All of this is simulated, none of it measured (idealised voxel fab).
process module | voxel self aligned vias
cross-section cut | 230 nm wide | cells 5 nm
A cross-section is a grid of square cells, given in bands from the top down. A band is one or more rows of cells.
Each band's line starts with the height of the band's top and of its bottom, in nm. Then come its materials from left to right, each with its width in nm. One material with "throughout" fills the band from edge to edge. "air" is empty space.
Height 0 is the level under which the wafer as received is all one material. The lowest band goes on downwards, as in "0 down".
A width such as "30 to 40" changes by the same amount from each row of cells to the next, from the band's top row to its bottom row.
"no change" after a step means that no cell of the cross-section changed.
closed voids: empty space of 8 cells or more with no open way to the top, each as width x height at its distance from the left edge, in nm
after a step's settings: what the simulator itself notes on the step
overlay nm, on a step with a mask: how far to the right of its planned place the mask lay; to the left if negative
plan
1 op RECEIVE | material Si
2 op CONFORMAL_DEP | material SiO2 | thk nm 15
3 op CONFORMAL_DEP | material SiCN | thk nm 5
4 op DIRECTIONAL_DEP | material SiO2 | thk nm 30
5 op MASKED_ETCH | tone open | mask id LINES | width nm 30 | pitch nm 65 | etch materials SiO2 | depth nm 30 | overlay nm 0
6 op CONFORMAL_DEP | material TiN | thk nm 5
7 op FILL_DEP | material Ru | thk nm 5
8 op CMP | height nm 50
9 op SELECTIVE_ETCH | etch materials W Ru TiN | depth nm 10
10 op FILL_DEP | material SiN | thk nm 5
11 op CMP | height nm 50
12 op DIRECTIONAL_DEP | material SiO2 | thk nm 20
13 op MASKED_ETCH | tone open | mask id VIAS | width nm 40 | pitch nm 130 | etch materials SiO2 | depth nm 20 | overlay nm 0
14 op MASKED_ETCH | tone open | mask id VIAS | width nm 40 | pitch nm 130 | etch materials SiN | depth nm 10 | overlay nm -15
15 op CONFORMAL_DEP | material TiN | thk nm 5
16 op FILL_DEP | material Ru | thk nm 5
17 op CMP | height nm 70
18 op CONFORMAL_DEP | material SiN | thk nm 5
varied across the wafers: overlay nm of step 14. The plan shows the first wafer's value. All wafers start alike
first wafer as received, after step 1
  0 down: Si throughout
  closed voids: none
first wafer at the end, after step 18
  75 to 70: SiN throughout
  70 to 55: SiO2 30 | TiN 5 | Ru 30 | TiN 5 | SiO2 90 | TiN 5 | Ru 30 | TiN 5 | SiO2 30
  55 to 50: SiO2 30 | TiN 10 | Ru 10 | TiN 20 | SiO2 90 | TiN 10 | Ru 10 | TiN 20 | SiO2 30
  50 to 45: SiO2 35 | TiN 5 | Ru 10 | TiN 5 | SiN 10 | SiO2 35 | SiN 30 | SiO2 35 | TiN 5 | Ru 10 | TiN 5 | SiN 10 | SiO2 35
  45 to 40: SiO2 35 | TiN 20 | SiN 10 | SiO2 35 | SiN 30 | SiO2 35 | TiN 20 | SiN 10 | SiO2 35
  40 to 25: SiO2 35 | TiN 5 | Ru 20 | TiN 5 | SiO2 35 | TiN 5 | Ru 20 | TiN 5 | SiO2 35 | TiN 5 | Ru 20 | TiN 5 | SiO2 35
  25 to 20: SiO2 35 | TiN 30 | SiO2 35 | TiN 30 | SiO2 35 | TiN 30 | SiO2 35
  20 to 15: SiCN throughout
  15 to 0: SiO2 throughout
  0 down: Si throughout
  closed voids: none
last wafer at the end
  75 to 70: SiN throughout
  70 to 55: SiO2 30 | TiN 5 | Ru 30 | TiN 5 | SiO2 90 | TiN 5 | Ru 30 | TiN 5 | SiO2 30
  55 to 50: SiO2 30 | TiN 20 | Ru 10 | TiN 10 | SiO2 90 | TiN 20 | Ru 10 | TiN 10 | SiO2 30
  50 to 45: SiO2 35 | SiN 10 | TiN 5 | Ru 10 | TiN 5 | SiO2 35 | SiN 30 | SiO2 35 | SiN 10 | TiN 5 | Ru 10 | TiN 5 | SiO2 35
  45 to 40: SiO2 35 | SiN 10 | TiN 20 | SiO2 35 | SiN 30 | SiO2 35 | SiN 10 | TiN 20 | SiO2 35
  40 to 25: SiO2 35 | TiN 5 | Ru 20 | TiN 5 | SiO2 35 | TiN 5 | Ru 20 | TiN 5 | SiO2 35 | TiN 5 | Ru 20 | TiN 5 | SiO2 35
  25 to 20: SiO2 35 | TiN 30 | SiO2 35 | TiN 30 | SiO2 35 | TiN 30 | SiO2 35
  20 to 15: SiCN throughout
  15 to 0: SiO2 throughout
  0 down: Si throughout
  closed voids: none
each wafer at the end: cells of each material gained (+) or lost (-) since it was received, then its closed voids
overlay nm -15 | +80 Ru | +46 SiCN | +66 SiN | +426 SiO2 | +72 TiN | closed voids: none
overlay nm -10 | +84 Ru | +46 SiCN | +62 SiN | +426 SiO2 | +72 TiN | closed voids: none
overlay nm -5 | +88 Ru | +46 SiCN | +58 SiN | +426 SiO2 | +72 TiN | closed voids: none
overlay nm 0 | +88 Ru | +46 SiCN | +58 SiN | +426 SiO2 | +72 TiN | closed voids: none
overlay nm 5 | +88 Ru | +46 SiCN | +58 SiN | +426 SiO2 | +72 TiN | closed voids: none
overlay nm 10 | +84 Ru | +46 SiCN | +62 SiN | +426 SiO2 | +72 TiN | closed voids: none
overlay nm 15 | +80 Ru | +46 SiCN | +66 SiN | +426 SiO2 | +72 TiN | closed voids: none
